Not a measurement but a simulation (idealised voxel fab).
The name of this process module is voxel wiring stack.
The width of the displayed cross-section, cut, is 300 nm; its cells are square, with a size of 5 nm.
Cross-section layout: square cells on a grid; listed as bands, top to bottom; a band spans one or more cell rows.
Quick guide to a band line: top height, bottom height (nm) up front; then every material left to right with its width in nm. Only one material and it's marked "edge to edge"? Then it fills the band edge to edge. And "blank" just means empty space.
Convention: height 0 is the level below which the wafer, as received, is all one material. The lowest band does not terminate at the bottom but continues downward, represented as "top 0, no bottom".
When a width is written as two numbers, as in "30->40", the first number is the width in the top row of cells of the band and the second is the width in its bottom row, and the width changes by the same amount from each row to the next.
Take "same as before" at face value: in the step it is given for, the cross-section changed in none of its cells.
The entry "Sealed internal cavities" lists the empty spaces that cover at least 8 cells and have no open path to the top. Each is written as width x height at distance, where the distance is measured from the left edge and all three values are in nm.
What comes after the settings on a step's line is commentary from the simulator itself on that step.
"overlay nm" answers the question of how far to the right of plan the mask lay on a step that has a mask, and when it is negative the answer is to the left.

THESE ARE THE STEPS WE PLANNED FOR THE PROCESS
1) RECEIVE with material Si
2) CONFORMAL_DEP with material SiO2, thk nm 15
3) CONFORMAL_DEP with material SiCN, thk nm 5
4) DIRECTIONAL_DEP with material lowk, thk nm 15
5) DIRECTIONAL_DEP with material aC, thk nm 10
6) PATTERN with tone open, mask id METAL_1, material resist, width nm 25, pitch nm 40, thk nm 30, overlay nm 0
7) DIRECTIONAL_ETCH with etch materials aC, depth nm 10
8) STRIP with etch materials resist
9) DIRECTIONAL_ETCH with etch materials lowk, depth nm 15
10) DIRECTIONAL_ETCH with etch materials SiCN, depth nm 5
11) STRIP with etch materials aC
12) CONFORMAL_DEP with material TiN, thk nm 5
13) FILL_DEP with material Ru, thk nm 10
14) CMP with height nm 35
15) EPI with material Ru, thk nm 5
16) FILL_DEP with material SiCN, thk nm 5
17) DIRECTIONAL_DEP with material lowk, thk nm 15
18) DIRECTIONAL_DEP with material aC, thk nm 10
19) PATTERN with tone open, mask id PLUG_1, material resist, width nm 15, pitch nm 40, thk nm 25, overlay nm 0
20) DIRECTIONAL_ETCH with etch materials aC, depth nm 10
21) STRIP with etch materials resist
22) DIRECTIONAL_ETCH with etch materials lowk, depth nm 15
23) DIRECTIONAL_ETCH with etch materials SiCN, depth nm 5
24) STRIP with etch materials aC
25) EPI with material Ru, thk nm 10
26) EPI with material Ru, thk nm 10
27) DIRECTIONAL_DEP with material TiN, thk nm 5
28) DIRECTIONAL_DEP with material W, thk nm 20
29) PATTERN with tone cover, mask id METAL_2, material resist, width nm 25, pitch nm 40, thk nm 15, overlay nm 0
30) DIRECTIONAL_ETCH with etch materials W, depth nm 20
31) DIRECTIONAL_ETCH with etch materials TiN, depth nm 5
32) STRIP with etch materials resist
33) FILL_DEP with material SiO2, thk nm 5
34) CMP with height nm 85
35) CONFORMAL_DEP with material SiCN, thk nm 5
36) DIRECTIONAL_DEP with material SiO2, thk nm 35
37) DIRECTIONAL_DEP with material aC, thk nm 15
38) PATTERN with tone open, mask id METAL_3, material resist, width nm 15, pitch nm 40, thk nm 35, overlay nm 0
39) DIRECTIONAL_ETCH with etch materials aC, depth nm 15
40) STRIP with etch materials resist
41) DIRECTIONAL_ETCH with etch materials SiO2, depth nm 20
42) STRIP with etch materials aC
43) PATTERN with tone open, mask id METAL_3_HOLES, material resist, width nm 15, thk nm 15, overlay nm 0
44) DIRECTIONAL_ETCH with etch materials SiO2, depth nm 15
45) DIRECTIONAL_ETCH with etch materials SiCN, depth nm 5
46) STRIP with etch materials resist
47) CONFORMAL_DEP with material TiN, thk nm 5
48) FILL_DEP with material Ru, thk nm 10
49) CMP with height nm 125
50) CONFORMAL_DEP with material SiCN, thk nm 5
51) DIRECTIONAL_DEP with material lowk, thk nm 25
52) PATTERN with tone open, mask id METAL_4_HOLES, material resist, width nm 15, pitch nm 40, thk nm 20, overlay nm 0
53) DIRECTIONAL_ETCH with etch materials lowk, depth nm 25
54) STRIP with etch materials resist
55) PATTERN with tone open, mask id METAL_4, material resist, width nm 25, pitch nm 40, thk nm 20, overlay nm 0
56) DIRECTIONAL_ETCH with etch materials lowk, depth nm 15
57) DIRECTIONAL_ETCH with etch materials SiCN, depth nm 5
58) STRIP with etch materials resist
59) CONFORMAL_DEP with material TiN, thk nm 5
60) FILL_DEP with material Cu, thk nm 5
61) CMP with height nm 155
62) CONFORMAL_DEP with material SiCN, thk nm 5
Where the wafers of this document differ is in the width nm of step 38; they start out the same, and the plan states the value that applied to the first wafer.

CROSS-SECTIONAL VIEW OF THE FIRST OF SEVERAL WAFERS IN THE AS-RECEIVED CONDITION, CORRESPONDING TO THE STATE FOLLOWING STEP 1
	top 0, no bottom = Si edge to edge
	Sealed internal cavities: none

PER WAFER (ROW), END OF MODULE: DELTA IN CELLS PER MATERIAL SINCE RECEIPT, (+) FOR GAINED, (-) FOR LOST; CLOSED VOIDS AFTER THAT
width nm 15; +18 Cu; +64 Ru; +322 SiCN; +817 SiO2; +89 TiN; +40 W; +570 lowk; Sealed internal cavities: none
width nm 20; +18 Cu; +70 Ru; +322 SiCN; +809 SiO2; +91 TiN; +40 W; +570 lowk; Sealed internal cavities: none
width nm 25; +18 Cu; +78 Ru; +321 SiCN; +801 SiO2; +92 TiN; +40 W; +570 lowk; Sealed internal cavities: none
